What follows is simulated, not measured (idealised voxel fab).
The following is a process module called voxel gate over fins.
cross-section cut | 200 nm wide | cells 5 nm
Notation: cross-section as square-cell grid; stated in bands, top first, going down; one or more cell rows per band. Each band's line starts with the height of the band's top and of its bottom, in nm. Then come its materials from left to right, each with its width in nm. One material with "throughout" fills the band from edge to edge. "blank" is empty space. It should be noted that heights are counted from 0, beneath which the wafer as supplied is of one material throughout, and that the lowest band possesses no lower boundary but continues downward, as written in "top 0, no bottom". A width given as "30 to 40" starts at the first number in the band's top row and ends at the second number in its bottom row, shifting by an equal amount at every step from row to row. No cell of the cross-section changed in a step that is given as "remained unchanged". "Enclosed cavities": sealed empty spaces, 8 cells or more, no open way to top, listed width x height at distance, with distance from the left edge and width, height and distance in nm. Anything after a step's settings on that line? It's the simulator's own note about the step. overlay nm: where the mask lay relative to plan, measured to the right, on steps with a mask; negatives go left.
**Planned step list for the process**
| 1 | RECEIVE: material Si |
| 2 | CONFORMAL_DEP: material SiN, thk nm 5 |
| 3 | PATTERN: tone cover, mask id FINS, material resist, width nm 15, pitch nm 50, thk nm 15, overlay nm 0 |
| 4 | DIRECTIONAL_ETCH: etch materials SiN, depth nm 5 |
| 5 | DIRECTIONAL_ETCH: etch materials Si, depth nm 30 |
| 6 | STRIP: etch materials resist |
| 7 | FILL_DEP: material SiO2, thk nm 15 |
| 8 | CMP: height nm 5 |
| 9 | MASKED_ETCH: tone open, mask id RAIL, width nm 15, etch materials SiO2, depth nm 30, overlay nm 0 |
| 10 | CONFORMAL_DEP: material TiN, thk nm 5 |
| 11 | FILL_DEP: material W, thk nm 5 |
| 12 | CMP: height nm 5 |
| 13 | SELECTIVE_ETCH: etch materials W Ru TiN, depth nm 25 |
| 14 | FILL_DEP: material SiO2, thk nm 5 |
| 15 | CMP: height nm 5 |
| 16 | SELECTIVE_ETCH: etch materials SiO2, depth nm 15 |
| 17 | STRIP: etch materials SiN |
| 18 | CONFORMAL_DEP: material HfO2, thk nm 5 |
| 19 | CONFORMAL_DEP: material TiN, thk nm 5 |
| 20 | FILL_DEP: material W, thk nm 15 |
| 21 | CMP: height nm 20 |
| 22 | CONFORMAL_DEP: material SiN, thk nm 5 |
**So this is the incoming wafer in cross-section - it's already been through step 1**
top 0, no bottom = Si throughout
Enclosed cavities: none
**a wafer at the end: this start, this plan, one mistake**
top 25, bottom 20 = SiN throughout
top 20, bottom 10 = W throughout
top 10, bottom 5 = 5 nm W; 35 nm TiN; 15 nm W; 35 nm TiN; 15 nm W; 35 nm TiN; 15 nm W; 35 nm TiN; 10 nm W
top 5, bottom 0 = 5 nm W; 5 nm TiN; 25 nm HfO2; 5 nm TiN; 15 nm W; 5 nm TiN; 25 nm HfO2; 5 nm TiN; 15 nm W; 5 nm TiN; 25 nm HfO2; 5 nm TiN; 15 nm W; 5 nm TiN; 25 nm HfO2; 5 nm TiN; 10 nm W
top 0, bottom -5 = 5 nm W; 5 nm TiN; 5 nm HfO2; 15 nm Si; 5 nm HfO2; 25 nm TiN; 5 nm HfO2; 15 nm Si; 5 nm HfO2; 25 nm TiN; 5 nm HfO2; 15 nm Si; 5 nm HfO2; 25 nm TiN; 5 nm HfO2; 15 nm Si; 5 nm HfO2; 15 nm TiN
top -5, bottom -10 = 10 nm TiN; 5 nm HfO2; 15 nm Si; 5 nm HfO2; 5 nm TiN; 15 nm HfO2; 5 nm TiN; 5 nm HfO2; 15 nm Si; 5 nm HfO2; 5 nm TiN; 15 nm HfO2; 5 nm TiN; 5 nm HfO2; 15 nm Si; 5 nm HfO2; 5 nm TiN; 15 nm HfO2; 5 nm TiN; 5 nm HfO2; 15 nm Si; 5 nm HfO2; 5 nm TiN; 10 nm HfO2
top -10, bottom -15 = 15 nm HfO2; 15 nm Si; 15 nm HfO2; 5 nm SiO2; 15 nm HfO2; 15 nm Si; 15 nm HfO2; 5 nm SiO2; 15 nm HfO2; 15 nm Si; 15 nm HfO2; 5 nm SiO2; 15 nm HfO2; 15 nm Si; 15 nm HfO2; 5 nm SiO2
top -15, bottom -20 = 15 nm SiO2; 15 nm Si; 35 nm SiO2; 15 nm Si; 35 nm SiO2; 15 nm Si; 35 nm SiO2; 15 nm Si; 20 nm SiO2
top -20, bottom -25 = 15 nm SiO2; 15 nm Si; 10 nm SiO2; 15 nm TiN; 10 nm SiO2; 15 nm Si; 35 nm SiO2; 15 nm Si; 35 nm SiO2; 15 nm Si; 20 nm SiO2
top -25, bottom -30 = 15 nm SiO2; 15 nm Si; 35 nm SiO2; 15 nm Si; 35 nm SiO2; 15 nm Si; 35 nm SiO2; 15 nm Si; 20 nm SiO2
top -30, no bottom = Si throughout
Enclosed cavities: none
Finding, execution versus plan: the executed order of steps 16 and 17 is the reverse of that specified in the plan, each step having taken the other's position
